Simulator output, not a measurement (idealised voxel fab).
Herein follows the process module entitled voxel gate over fins.
235 nm wide, 5 nm square cells: that's cross-section cut.
Throughout this document, each cross-section is represented as a grid of square cells and is presented as a sequence of bands enumerated from the top downward, where a band comprises one or more rows of cells.
Per band: top height and bottom height in nm, followed by the left-to-right materials and their widths in nm; "all across" marks a single material spanning edge to edge, "blank" marks empty space.
It should be noted that heights are counted from 0, beneath which the wafer as supplied is of one material throughout, and that the lowest band possesses no lower boundary but continues downward, as written in "0 nm and below".
Think of "30 to 40" as a width that walks from the first number to the second as you go down the band, top row to bottom row, taking equal-sized steps from row to row.
It should be understood that the words "no modification", when stated for a given step, signify that the cross-section underwent no change in any of its cells during that step.
"Closed internal voids": sealed empty spaces, 8 cells or more, no open way to top, listed width x height at distance, with distance from the left edge and width, height and distance in nm.
Past the settings on a step's line: simulator remark, on that step.
Regarding "overlay nm": on a step with a mask, it is the distance the mask lay to the right of its planned place; a negative value places it to the left.

[Process steps - plan]
1) RECEIVE,material Si
2) CONFORMAL_DEP,material SiN,thk nm 10
3) PATTERN,tone cover,mask id FINS,material resist,width nm 15,pitch nm 55,thk nm 15,overlay nm 0
4) DIRECTIONAL_ETCH,etch materials SiN,depth nm 10
5) DIRECTIONAL_ETCH,etch materials Si,depth nm 40
6) STRIP,etch materials resist
7) OXIDIZE,depth nm 5
8) FILL_DEP,material SiO2,thk nm 5
9) CMP,height nm 10
10) DIRECTIONAL_DEP,material aC,thk nm 15
11) PATTERN,tone open,mask id RAIL,material resist,width nm 15,thk nm 30,overlay nm 0
12) DIRECTIONAL_ETCH,etch materials aC,depth nm 15
13) STRIP,etch materials resist
14) DIRECTIONAL_ETCH,etch materials SiO2,depth nm 45
15) STRIP,etch materials aC
16) CONFORMAL_DEP,material TiN,thk nm 5
17) FILL_DEP,material Ru,thk nm 10
18) CMP,height nm 10
19) SELECTIVE_ETCH,etch materials W Ru TiN,depth nm 30
20) FILL_DEP,material SiO2,thk nm 5
21) CMP,height nm 10
22) SELECTIVE_ETCH,etch materials SiO2,depth nm 25
23) STRIP,etch materials SiN
24) CONFORMAL_DEP,material HfO2,thk nm 5
25) CONFORMAL_DEP,material TiN,thk nm 5
26) FILL_DEP,material W,thk nm 10
27) CMP,height nm 15
28) CONFORMAL_DEP,material SiN,thk nm 10

[Here's what the wafer looked like in cross-section when it arrived - that's after step 1]
* 0 nm and below: Si all across
* Closed internal voids: none

[What the wafer looks like in cross-section after this module, when it starts as shown above and follows the plan above but one mistake is made in running it]
* 25 nm to 15 nm: SiN all across
* 15 nm to 10 nm: W all across
* 10 nm to 5 nm: 50 of W; 25 of TiN; 30 of W; 25 of TiN; 30 of W; 25 of TiN; 50 of W
* 5 nm to 0 nm: 50 of W; 5 of TiN; 15 of HfO2; 5 of TiN; 30 of W; 5 of TiN; 15 of HfO2; 5 of TiN; 30 of W; 5 of TiN; 15 of HfO2; 5 of TiN; 50 of W
* 0 nm to -5 nm: 50 of W; 5 of TiN; 5 of HfO2; 5 of Si; 5 of HfO2; 5 of TiN; 30 of W; 5 of TiN; 5 of HfO2; 5 of Si; 5 of HfO2; 5 of TiN; 30 of W; 5 of TiN; 5 of HfO2; 5 of Si; 5 of HfO2; 5 of TiN; 50 of W
* -5 nm to -10 nm: 55 of TiN; 5 of HfO2; 5 of Si; 5 of HfO2; 40 of TiN; 5 of HfO2; 5 of Si; 5 of HfO2; 40 of TiN; 5 of HfO2; 5 of Si; 5 of HfO2; 55 of TiN
* -10 nm to -15 nm: 60 of HfO2; 5 of Si; 50 of HfO2; 5 of Si; 50 of HfO2; 5 of Si; 60 of HfO2
* -15 nm to -20 nm: 60 of SiO2; 5 of Si; 50 of SiO2; 5 of Si; 50 of SiO2; 5 of Si; 60 of SiO2
* -20 nm to -30 nm: 50 of Ru; 5 of TiN; 5 of SiO2; 5 of Si; 5 of SiO2; 10 of TiN; 15 of SiO2; 5 of TiN; 5 of Ru; 5 of TiN; 5 of SiO2; 5 of Si; 5 of SiO2; 5 of TiN; 30 of Ru; 5 of TiN; 5 of SiO2; 5 of Si; 5 of SiO2; 5 of TiN; 50 of Ru
* -30 nm to -35 nm: 55 of TiN; 5 of SiO2; 5 of Si; 5 of SiO2; 10 of TiN; 15 of SiO2; 15 of TiN; 5 of SiO2; 5 of Si; 5 of SiO2; 40 of TiN; 5 of SiO2; 5 of Si; 5 of SiO2; 55 of TiN
* -35 nm to -45 nm: 60 of SiO2; 5 of Si; 50 of SiO2; 5 of Si; 50 of SiO2; 5 of Si; 60 of SiO2
* -45 nm and below: Si all across
* Closed internal voids: none
What broke from the plan during processing? so step 11 ended up running with a different setting than we planned, it ran as PATTERN,tone cover,mask id RAIL,material resist,width nm 15,thk nm 30,overlay nm 0
